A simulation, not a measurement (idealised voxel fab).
The document below concerns the process module designated voxel self aligned vias.
Displayed cross-section: cut, width of 220 nm, square cells sized 5 nm.
Cross-sections here: square-cell grids, written as top-down lists of bands, a band being one or more rows of cells. This entry defines a band. It first specifies the height of the band's top and the height of its bottom in nm, and then specifies the band's materials from left to right, stating each material with its width in nm. The word "throughout" identifies a single material that fills the band from edge to edge, while the word "empty" identifies empty space. Height is counted from the level 0, under which the received wafer is composed throughout of one material. The lowest of the bands is not closed at the bottom but continues downward, in the notation "0 nm and below". Width spec "30..40" -> top row of cells at first value, bottom row at second value, equal per-row change in between. Given "remained unchanged" for a step, no cell of the cross-section differs between before and after that step. "Sealed-off cavities" means: voids of 8 cells or more that are shut off from the top with no open way through. Written width x height at distance, distance from the left edge, in nm. On each step's line, the part that comes after the settings is the simulator's own comment on the step. The optional step-line setting "overlay nm" applies to steps with a mask and quantifies how far to the right of its planned location the mask lay, a negative value indicating leftward placement.

**Process steps (planned)**
step 1: RECEIVE, material Si
step 2: CONFORMAL_DEP, material SiO2, thk nm 10
step 3: CONFORMAL_DEP, material SiCN, thk nm 5
step 4: DIRECTIONAL_DEP, material lowk, thk nm 20
step 5: PATTERN, tone open, mask id LINES, material resist, width nm 25, pitch nm 70, thk nm 15, overlay nm 0
step 6: DIRECTIONAL_ETCH, etch materials lowk, depth nm 20
step 7: STRIP, etch materials resist
step 8: CONFORMAL_DEP, material TiN, thk nm 5
step 9: FILL_DEP, material W, thk nm 5
step 10: CMP, height nm 35
step 11: SELECTIVE_ETCH, etch materials W Ru TiN, depth nm 5
step 12: FILL_DEP, material SiN, thk nm 5
step 13: CMP, height nm 35
step 14: DIRECTIONAL_DEP, material lowk, thk nm 20
step 15: PATTERN, tone open, mask id VIAS, material resist, width nm 45, thk nm 20, overlay nm 0
step 16: DIRECTIONAL_ETCH, etch materials lowk, depth nm 20
step 17: DIRECTIONAL_ETCH, etch materials SiN, depth nm 5
step 18: STRIP, etch materials resist
step 19: CONFORMAL_DEP, material TiN, thk nm 5
step 20: FILL_DEP, material W, thk nm 5
step 21: CMP, height nm 55
step 22: CONFORMAL_DEP, material SiCN, thk nm 5

**The first of a set of two wafers, run to plan**

**Cross-section of the incoming wafer, state after step 1**
- 0 nm and below: Si throughout
- Sealed-off cavities: none

**You're looking at a cross-section of the wafer after step 2**
- 10 nm to 0 nm: SiO2 throughout
- No changes below 0.

**You're looking at a cross-section of the wafer after step 3**
- 15 nm to 10 nm: SiCN throughout
- No changes below 10.

**You're looking at a cross-section of the wafer after step 4**
- 35 nm to 15 nm: lowk throughout
- No changes below 15.

**You're looking at a cross-section of the wafer after step 5**
- 50 nm to 35 nm: 60 of resist, 25 of empty, 45 of resist, 25 of empty, 65 of resist
- No changes below 35.

**You're looking at a cross-section of the wafer after step 6**
- 50 nm to 35 nm: 60 of resist, 25 of empty, 45 of resist, 25 of empty, 65 of resist
- 35 nm to 15 nm: 60 of lowk, 25 of empty, 45 of lowk, 25 of empty, 65 of lowk
- No changes below 15.

**You're looking at a cross-section of the wafer after step 7**
- 35 nm to 15 nm: 60 of lowk, 25 of empty, 45 of lowk, 25 of empty, 65 of lowk
- No changes below 15.

**You're looking at a cross-section of the wafer after step 8**
- 40 nm to 35 nm: 65 of TiN, 15 of empty, 55 of TiN, 15 of empty, 70 of TiN
- 35 nm to 20 nm: 60 of lowk, 5 of TiN, 15 of empty, 5 of TiN, 45 of lowk, 5 of TiN, 15 of empty, 5 of TiN, 65 of lowk
- 20 nm to 15 nm: 60 of lowk, 25 of TiN, 45 of lowk, 25 of TiN, 65 of lowk
- No changes below 15.

**You're looking at a cross-section of the wafer after step 9**
- 45 nm to 40 nm: W throughout
- 40 nm to 35 nm: 65 of TiN, 15 of W, 55 of TiN, 15 of W, 70 of TiN
- 35 nm to 20 nm: 60 of lowk, 5 of TiN, 15 of W, 5 of TiN, 45 of lowk, 5 of TiN, 15 of W, 5 of TiN, 65 of lowk
- No changes below 20.

**You're looking at a cross-section of the wafer after step 10**
- 35 nm to 20 nm: 60 of lowk, 5 of TiN, 15 of W, 5 of TiN, 45 of lowk, 5 of TiN, 15 of W, 5 of TiN, 65 of lowk
- No changes below 20.

**You're looking at a cross-section of the wafer after step 11**
- 35 nm to 30 nm: 60 of lowk, 25 of empty, 45 of lowk, 25 of empty, 65 of lowk
- No changes below 30.

**You're looking at a cross-section of the wafer after step 12**
- 40 nm to 35 nm: SiN throughout
- 35 nm to 30 nm: 60 of lowk, 25 of SiN, 45 of lowk, 25 of SiN, 65 of lowk
- No changes below 30.

**You're looking at a cross-section of the wafer after step 13**
- 35 nm to 30 nm: 60 of lowk, 25 of SiN, 45 of lowk, 25 of SiN, 65 of lowk
- No changes below 30.

**You're looking at a cross-section of the wafer after step 14**
- 55 nm to 35 nm: lowk throughout
- No changes below 35.

**You're looking at a cross-section of the wafer after step 15**
- 75 nm to 55 nm: 50 of resist, 45 of empty, 125 of resist
- No changes below 55.

**You're looking at a cross-section of the wafer after step 16**
- 75 nm to 55 nm: 50 of resist, 45 of empty, 125 of resist
- 55 nm to 35 nm: 50 of lowk, 45 of empty, 125 of lowk
- No changes below 35.

**You're looking at a cross-section of the wafer after step 17**
- 75 nm to 55 nm: 50 of resist, 45 of empty, 125 of resist
- 55 nm to 35 nm: 50 of lowk, 45 of empty, 125 of lowk
- 35 nm to 30 nm: 60 of lowk, 25 of empty, 45 of lowk, 25 of SiN, 65 of lowk
- No changes below 30.

**You're looking at a cross-section of the wafer after step 18**
- 55 nm to 35 nm: 50 of lowk, 45 of empty, 125 of lowk
- No changes below 35.

**You're looking at a cross-section of the wafer after step 19**
- 60 nm to 55 nm: 55 of TiN, 35 of empty, 130 of TiN
- 55 nm to 40 nm: 50 of lowk, 5 of TiN, 35 of empty, 5 of TiN, 125 of lowk
- 40 nm to 35 nm: 50 of lowk, 15 of TiN, 15 of empty, 15 of TiN, 125 of lowk
- 35 nm to 30 nm: 60 of lowk, 25 of TiN, 45 of lowk, 25 of SiN, 65 of lowk
- No changes below 30.

**You're looking at a cross-section of the wafer after step 20**
- 65 nm to 60 nm: W throughout
- 60 nm to 55 nm: 55 of TiN, 35 of W, 130 of TiN
- 55 nm to 40 nm: 50 of lowk, 5 of TiN, 35 of W, 5 of TiN, 125 of lowk
- 40 nm to 35 nm: 50 of lowk, 15 of TiN, 15 of W, 15 of TiN, 125 of lowk
- No changes below 35.

**You're looking at a cross-section of the wafer after step 21**
- 55 nm to 40 nm: 50 of lowk, 5 of TiN, 35 of W, 5 of TiN, 125 of lowk
- No changes below 40.

**You're looking at a cross-section of the wafer after step 22**
- 60 nm to 55 nm: SiCN throughout
- No changes below 55.

**Second wafer - shared start and plan with the first - one error in running - same as the first up to step 15 inclusive**

**Planned end of step 16: second wafer, cross-section**
- 75 nm to 55 nm: 50 of resist, 45 of empty, 125 of resist
- 55 nm to 35 nm: 50 of lowk, 45 of empty, 125 of lowk
- 35 nm to 30 nm: 50 of lowk, 10 of empty, 25 of SiN, 10 of empty, 35 of lowk, 25 of SiN, 65 of lowk
- 30 nm to 20 nm: 50 of lowk, 10 of empty, 5 of TiN, 15 of W, 5 of TiN, 10 of empty, 35 of lowk, 5 of TiN, 15 of W, 5 of TiN, 65 of lowk
- 20 nm to 15 nm: 50 of lowk, 10 of empty, 25 of TiN, 10 of empty, 35 of lowk, 25 of TiN, 65 of lowk
- No changes below 15.

**Planned end of step 17: second wafer, cross-section**
- 75 nm to 55 nm: 50 of resist, 45 of empty, 125 of resist
- 55 nm to 35 nm: 50 of lowk, 45 of empty, 125 of lowk
- 35 nm to 30 nm: 50 of lowk, 45 of empty, 35 of lowk, 25 of SiN, 65 of lowk
- No changes below 30.

**Planned end of step 18: second wafer, cross-section**
- 55 nm to 35 nm: 50 of lowk, 45 of empty, 125 of lowk
- No changes below 35.

**Planned end of step 19: second wafer, cross-section**
- 60 nm to 55 nm: 55 of TiN, 35 of empty, 130 of TiN
- 55 nm to 35 nm: 50 of lowk, 5 of TiN, 35 of empty, 5 of TiN, 125 of lowk
- 35 nm to 30 nm: 50 of lowk, 45 of TiN, 35 of lowk, 25 of SiN, 65 of lowk
- 30 nm to 20 nm: 50 of lowk, 15 of TiN, 15 of W, 15 of TiN, 35 of lowk, 5 of TiN, 15 of W, 5 of TiN, 65 of lowk
- 20 nm to 15 nm: 50 of lowk, 45 of TiN, 35 of lowk, 25 of TiN, 65 of lowk
- No changes below 15.

**Planned end of step 20: second wafer, cross-section**
- 65 nm to 60 nm: W throughout
- 60 nm to 55 nm: 55 of TiN, 35 of W, 130 of TiN
- 55 nm to 35 nm: 50 of lowk, 5 of TiN, 35 of W, 5 of TiN, 125 of lowk
- No changes below 35.

**Planned end of step 21: second wafer, cross-section**
- 55 nm to 35 nm: 50 of lowk, 5 of TiN, 35 of W, 5 of TiN, 125 of lowk
- No changes below 35.

**Planned end of step 22: second wafer, cross-section**
- 60 nm to 55 nm: SiCN throughout
- No changes below 55.
Which mistake was made when the wafer was run? plan step 16 was twice executed
Once processing is complete, comparing cell counts shows that the second wafer has more or fewer of certain materials than the first: 12 more of TiN; 4 more of W; 16 fewer of lowk
